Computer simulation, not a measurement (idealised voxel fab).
process module | voxel spacer lines
cross-section cut | 290 nm wide | cells 5 nm
A cross-section is a grid of square cells, given in bands from the top down. A band is one or more rows of cells.
Each band's line starts with the height of the band's top and of its bottom, in nm. Then come its materials from left to right, each with its width in nm. One material with "throughout" fills the band from edge to edge. "air" is empty space.
Height 0 is the level under which the wafer as received is all one material. The lowest band goes on downwards, as in "0 down".
A width such as "30 to 40" changes by the same amount from each row of cells to the next, from the band's top row to its bottom row.
"no change" after a step means that no cell of the cross-section changed.
closed voids: empty space of 8 cells or more with no open way to the top, each as width x height at its distance from the left edge, in nm
after a step's settings: what the simulator itself notes on the step
overlay nm, on a step with a mask: how far to the right of its planned place the mask lay; to the left if negative
plan
1 op RECEIVE | material Si
2 op CONFORMAL_DEP | material Al2O3 | thk nm 10
3 op DIRECTIONAL_DEP | material W | thk nm 10
4 op DIRECTIONAL_DEP | material polySi | thk nm 30
5 op PATTERN | tone cover | mask id MANDREL | material resist | width nm 20 | pitch nm 60 | thk nm 40 | overlay nm 0
6 op DIRECTIONAL_ETCH | etch materials polySi | depth nm 30
7 op STRIP | etch materials resist
8 op CONFORMAL_DEP | material SiN | thk nm 10
9 op DIRECTIONAL_ETCH | etch materials SiN | depth nm 10
10 op STRIP | etch materials polySi
11 op DIRECTIONAL_ETCH | etch materials W | depth nm 10
12 op STRIP | etch materials SiN
first wafer, as planned
as received, after step 1
  0 down: Si throughout
  closed voids: none
after step 2
  10 to 0: Al2O3 throughout
  below 0: unchanged
after step 3
  20 to 10: W throughout
  below 10: unchanged
after step 4
  50 to 20: polySi throughout
  below 20: unchanged
after step 5
  90 to 50: air 105 | resist 20 | air 40 | resist 20 | air 105
  below 50: unchanged
after step 6
  90 to 50: air 105 | resist 20 | air 40 | resist 20 | air 105
  50 to 20: air 105 | polySi 20 | air 40 | polySi 20 | air 105
  below 20: unchanged
after step 7
  50 to 20: air 105 | polySi 20 | air 40 | polySi 20 | air 105
  below 20: unchanged
after step 8
  60 to 50: air 95 | SiN 40 | air 20 | SiN 40 | air 95
  50 to 30: air 95 | SiN 10 | polySi 20 | SiN 10 | air 20 | SiN 10 | polySi 20 | SiN 10 | air 95
  30 to 20: SiN 105 | polySi 20 | SiN 40 | polySi 20 | SiN 105
  below 20: unchanged
after step 9
  50 to 20: air 95 | SiN 10 | polySi 20 | SiN 10 | air 20 | SiN 10 | polySi 20 | SiN 10 | air 95
  below 20: unchanged
after step 10
  50 to 20: air 95 | SiN 10 | air 20 | SiN 10 | air 20 | SiN 10 | air 20 | SiN 10 | air 95
  below 20: unchanged
after step 11
  50 to 20: air 95 | SiN 10 | air 20 | SiN 10 | air 20 | SiN 10 | air 20 | SiN 10 | air 95
  20 to 10: air 95 | W 10 | air 20 | W 10 | air 20 | W 10 | air 20 | W 10 | air 95
  below 10: unchanged
after step 12
  20 to 10: air 95 | W 10 | air 20 | W 10 | air 20 | W 10 | air 20 | W 10 | air 95
  below 10: unchanged
second wafer: like start, like plan, one mistake. Through step 1 it matches the first wafer
when step 2 should have ended: no change
when step 3 should have ended
  10 to 0: W throughout
  below 0: unchanged
when step 4 should have ended
  40 to 10: polySi throughout
  below 10: unchanged
when step 5 should have ended
  80 to 40: air 105 | resist 20 | air 40 | resist 20 | air 105
  below 40: unchanged
when step 6 should have ended
  80 to 40: air 105 | resist 20 | air 40 | resist 20 | air 105
  40 to 10: air 105 | polySi 20 | air 40 | polySi 20 | air 105
  below 10: unchanged
when step 7 should have ended
  40 to 10: air 105 | polySi 20 | air 40 | polySi 20 | air 105
  below 10: unchanged
when step 8 should have ended
  50 to 40: air 95 | SiN 40 | air 20 | SiN 40 | air 95
  40 to 20: air 95 | SiN 10 | polySi 20 | SiN 10 | air 20 | SiN 10 | polySi 20 | SiN 10 | air 95
  20 to 10: SiN 105 | polySi 20 | SiN 40 | polySi 20 | SiN 105
  below 10: unchanged
when step 9 should have ended
  40 to 10: air 95 | SiN 10 | polySi 20 | SiN 10 | air 20 | SiN 10 | polySi 20 | SiN 10 | air 95
  below 10: unchanged
when step 10 should have ended
  40 to 10: air 95 | SiN 10 | air 20 | SiN 10 | air 20 | SiN 10 | air 20 | SiN 10 | air 95
  below 10: unchanged
when step 11 should have ended
  40 to 10: air 95 | SiN 10 | air 20 | SiN 10 | air 20 | SiN 10 | air 20 | SiN 10 | air 95
  10 to 0: air 95 | W 10 | air 20 | W 10 | air 20 | W 10 | air 20 | W 10 | air 95
  below 0: unchanged
when step 12 should have ended
  10 to 0: air 95 | W 10 | air 20 | W 10 | air 20 | W 10 | air 20 | W 10 | air 95
  below 0: unchanged
what went wrong: step 2 was left out
at the end the second wafer has, in cells: 116 fewer of Al2O3
